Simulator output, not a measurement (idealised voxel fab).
process module | voxel ribs on slabs
cross-section cut | 140 nm wide | cells 5 nm
A cross-section is a grid of square cells, given in bands from the top down. A band is one or more rows of cells.
Each band's line starts with the height of the band's top and of its bottom, in nm. Then come its materials from left to right, each with its width in nm. One material with "throughout" fills the band from edge to edge. "air" is empty space.
Height 0 is the level under which the wafer as received is all one material. The lowest band goes on downwards, as in "0 down".
A width such as "30 to 40" changes by the same amount from each row of cells to the next, from the band's top row to its bottom row.
"no change" after a step means that no cell of the cross-section changed.
closed voids: empty space of 8 cells or more with no open way to the top, each as width x height at its distance from the left edge, in nm
after a step's settings: what the simulator itself notes on the step
overlay nm, on a step with a mask: how far to the right of its planned place the mask lay; to the left if negative
plan
1 op RECEIVE | material Si
2 op DIRECTIONAL_DEP | material SiO2 | thk nm 20
3 op DIRECTIONAL_DEP | material SiN | thk nm 20
4 op DIRECTIONAL_DEP | material aC | thk nm 15
5 op PATTERN | tone cover | mask id RIB | material resist | width nm 20 | thk nm 35 | overlay nm 0
6 op DIRECTIONAL_ETCH | etch materials aC | depth nm 15
7 op STRIP | etch materials resist
8 op DIRECTIONAL_ETCH | etch materials SiN | depth nm 10
9 op STRIP | etch materials aC
10 op DIRECTIONAL_DEP | material aC | thk nm 15
11 op PATTERN | tone cover | mask id SLAB | material resist | width nm 50 | thk nm 35 | overlay nm 0
12 op DIRECTIONAL_ETCH | etch materials aC | depth nm 15
13 op STRIP | etch materials resist
14 op DIRECTIONAL_ETCH | etch materials SiN | depth nm 10
15 op STRIP | etch materials aC
16 op FILL_DEP | material SiO2 | thk nm 25
17 op CMP | height nm 65
18 op DIRECTIONAL_DEP | material TiN | thk nm 5
19 op DIRECTIONAL_DEP | material aC | thk nm 10
20 op PATTERN | tone cover | mask id HEATER | material resist | width nm 30 | thk nm 25 | overlay nm 0
21 op DIRECTIONAL_ETCH | etch materials aC | depth nm 10
22 op STRIP | etch materials resist
23 op DIRECTIONAL_ETCH | etch materials TiN | depth nm 5
24 op STRIP | etch materials aC
25 op CONFORMAL_DEP | material SiN | thk nm 10
varied across the wafers: thk nm of step 2. The plan shows the first wafer's value. All wafers start alike
first wafer as received, after step 1
  0 down: Si throughout
  closed voids: none
each wafer at the end: cells of each material gained (+) or lost (-) since it was received, then its closed voids
thk nm 20 | +88 SiN | +336 SiO2 | +6 TiN | closed voids: none
thk nm 25 | +88 SiN | +336 SiO2 | +6 TiN | closed voids: none
thk nm 30 | +88 SiN | +336 SiO2 | +6 TiN | closed voids: none
thk nm 35 | +88 SiN | +336 SiO2 | +6 TiN | closed voids: none
thk nm 40 | +88 SiN | +336 SiO2 | +6 TiN | closed voids: none
thk nm 45 | +88 SiN | +336 SiO2 | +6 TiN | closed voids: none
